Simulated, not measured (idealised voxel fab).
Process module name: voxel transistor to metal
The cross-section shown here is cut; it is 190 nm wide and divided into square cells measuring 5 nm on a side.
Cross-section = grid of square cells, listed top down in bands; band = one or more rows. What a band's entry tells you: where the top is and where the bottom is, as heights in nm, and after that what lies inside, material by material from left to right, each with its width in nm. Empty space is written as the word "air", and a single material marked with the word "edge to edge" occupies the band from edge to edge. A quick word on heights: they are counted from 0, and under that level the wafer as it came to us is one material throughout. The lowest band is different from the rest in having no bottom; it simply continues downward, written as in "0 -> down". The width entry "30..40" should be interpreted row by row: the top row of cells in the band takes the first number, the bottom row takes the second number, and the change between adjacent rows is uniform throughout. Take "left unchanged" at face value: in the step it is given for, the cross-section changed in none of its cells. Entry "Entrapped void list" = empty spaces >= 8 cells with no open way to the top; each as width x height at distance, distance from left edge, all nm. If you see something after the settings on a step's line, that's the simulator's own remark about that step. overlay nm, on a step with a mask: how far to the right of its planned place the mask lay; to the left if negative.

[Process steps (planned)]
| 1 | RECEIVE [material Si] |
| 2 | CONFORMAL_DEP [material SiO2] [thk nm 5] |
| 3 | CONFORMAL_DEP [material SiN] [thk nm 15] |
| 4 | PATTERN [tone cover] [mask id ACTIVE] [material resist] [width nm 115] [thk nm 20] [overlay nm 0] |
| 5 | DIRECTIONAL_ETCH [etch materials SiN] [depth nm 15] |
| 6 | DIRECTIONAL_ETCH [etch materials SiO2] [depth nm 5] |
| 7 | DIRECTIONAL_ETCH [etch materials Si] [depth nm 35] |
| 8 | STRIP [etch materials resist] |
| 9 | FILL_DEP [material SiO2] [thk nm 10] |
| 10 | CMP [height nm 20] |
| 11 | SELECTIVE_ETCH [etch materials SiO2] [depth nm 15] |
| 12 | STRIP [etch materials SiN] |
| 13 | SELECTIVE_ETCH [etch materials SiO2] [depth nm 5] |
| 14 | OXIDIZE [depth nm 5] |
| 15 | DIRECTIONAL_DEP [material polySi] [thk nm 25] |
| 16 | DIRECTIONAL_DEP [material SiCN] [thk nm 15] |
| 17 | DIRECTIONAL_DEP [material aC] [thk nm 15] |
| 18 | PATTERN [tone cover] [mask id GATE] [material resist] [width nm 25] [thk nm 30] [overlay nm 0] |
| 19 | DIRECTIONAL_ETCH [etch materials aC] [depth nm 15] |
| 20 | STRIP [etch materials resist] |
| 21 | DIRECTIONAL_ETCH [etch materials SiCN] [depth nm 25] |
| 22 | DIRECTIONAL_ETCH [etch materials polySi] [depth nm 35] |
| 23 | STRIP [etch materials aC] |
| 24 | CONFORMAL_DEP [material SiO2] [thk nm 5] |
| 25 | DIRECTIONAL_ETCH [etch materials SiO2] [depth nm 5] |
| 26 | CONFORMAL_DEP [material SiN] [thk nm 10] |
| 27 | DIRECTIONAL_ETCH [etch materials SiN] [depth nm 10] |
| 28 | DIRECTIONAL_ETCH [etch materials SiO2] [depth nm 5] |
| 29 | EPI [material nSi] [thk nm 5] |
| 30 | FILL_DEP [material SiO2] [thk nm 10] |
| 31 | CMP [height nm 40] |
| 32 | DIRECTIONAL_DEP [material SiO2] [thk nm 10] |
| 33 | DIRECTIONAL_DEP [material aC] [thk nm 10] |
| 34 | PATTERN [tone open] [mask id CONTACT] [material resist] [width nm 20] [pitch nm 75] [thk nm 25] [overlay nm 0] |
| 35 | DIRECTIONAL_ETCH [etch materials aC] [depth nm 10] |
| 36 | STRIP [etch materials resist] |
| 37 | DIRECTIONAL_ETCH [etch materials SiO2] [depth nm 50] |
| 38 | STRIP [etch materials aC] |
| 39 | CONFORMAL_DEP [material TiN] [thk nm 5] |
| 40 | FILL_DEP [material Ru] [thk nm 5] |
| 41 | CMP [height nm 50] |
| 42 | DIRECTIONAL_DEP [material TiN] [thk nm 5] |
| 43 | DIRECTIONAL_DEP [material W] [thk nm 20] |
| 44 | MASKED_ETCH [tone cover] [mask id METAL_1] [width nm 20] [pitch nm 75] [etch materials W] [depth nm 20] [overlay nm 0] |
| 45 | MASKED_ETCH [tone cover] [mask id METAL_1] [width nm 20] [pitch nm 75] [etch materials TiN] [depth nm 5] [overlay nm 0] |
| 46 | FILL_DEP [material SiO2] [thk nm 5] |
| 47 | CMP [height nm 75] |
| 48 | CONFORMAL_DEP [material SiCN] [thk nm 5] |
| 49 | DIRECTIONAL_DEP [material lowk] [thk nm 35] |
| 50 | MASKED_ETCH [tone open] [mask id METAL_2] [width nm 20] [pitch nm 75] [etch materials lowk] [depth nm 20] [overlay nm 0] |
| 51 | PATTERN [tone open] [mask id METAL_2_HOLES] [material resist] [width nm 15] [pitch nm 75] [thk nm 15] [overlay nm 0] |
| 52 | DIRECTIONAL_ETCH [etch materials lowk] [depth nm 15] |
| 53 | DIRECTIONAL_ETCH [etch materials SiCN] [depth nm 5] |
| 54 | STRIP [etch materials resist] |
| 55 | CONFORMAL_DEP [material TiN] [thk nm 5] |
| 56 | FILL_DEP [material Ru] [thk nm 10] |
| 57 | CMP [height nm 115] |
| 58 | CONFORMAL_DEP [material SiCN] [thk nm 5] |

[Incoming wafer, cross-sectional view, post step 1]
- 0 -> down = Si edge to edge
- Entrapped void list: none

[One mistake in running the module, otherwise start and plan as above: cross-section at the end]
- 120 -> 115 = SiCN edge to edge
- 115 -> 100 = lowk: 45; TiN: 5; Ru: 10; TiN: 5; lowk: 55; TiN: 5; Ru: 10; TiN: 5; lowk: 50
- 100 -> 95 = lowk: 45; TiN: 5; Ru: 5; TiN: 10; lowk: 55; TiN: 5; Ru: 5; TiN: 10; lowk: 50
- 95 -> 80 = lowk: 45; TiN: 5; Ru: 5; TiN: 5; lowk: 60; TiN: 5; Ru: 5; TiN: 5; lowk: 55
- 80 -> 75 = SiCN: 45; TiN: 15; SiCN: 60; TiN: 15; SiCN: 55
- 75 -> 55 = SiO2: 45; W: 20; SiO2: 55; W: 20; SiO2: 50
- 55 -> 50 = SiO2: 45; TiN: 20; SiO2: 55; TiN: 20; SiO2: 50
- 50 -> 40 = SiO2: 45; TiN: 5; Ru: 10; TiN: 5; SiO2: 55; TiN: 5; Ru: 10; TiN: 5; SiO2: 50
- 40 -> 25 = SiO2: 45; TiN: 5; Ru: 10; TiN: 5; SiN: 10; SiO2: 5; SiCN: 25; SiO2: 5; SiN: 10; TiN: 5; Ru: 10; TiN: 5; SiO2: 50
- 25 -> 5 = SiO2: 45; TiN: 5; Ru: 10; TiN: 5; SiN: 10; SiO2: 5; polySi: 25; SiO2: 5; SiN: 10; TiN: 5; Ru: 10; TiN: 5; SiO2: 50
- 5 -> 0 = SiO2: 45; TiN: 20; SiN: 10; SiO2: 5; polySi: 25; SiO2: 5; SiN: 10; TiN: 20; SiO2: 50
- 0 -> -5 = SiO2: 35; nSi: 30; SiO2: 55; nSi: 30; SiO2: 40
- -5 -> -10 = SiO2: 40; Si: 105; SiO2: 45
- -10 -> -35 = SiO2: 35; Si: 115; SiO2: 40
- -35 -> down = Si edge to edge
- Entrapped void list: none
Want to know what went wrong? step 2 of the plan was excluded from execution and never run
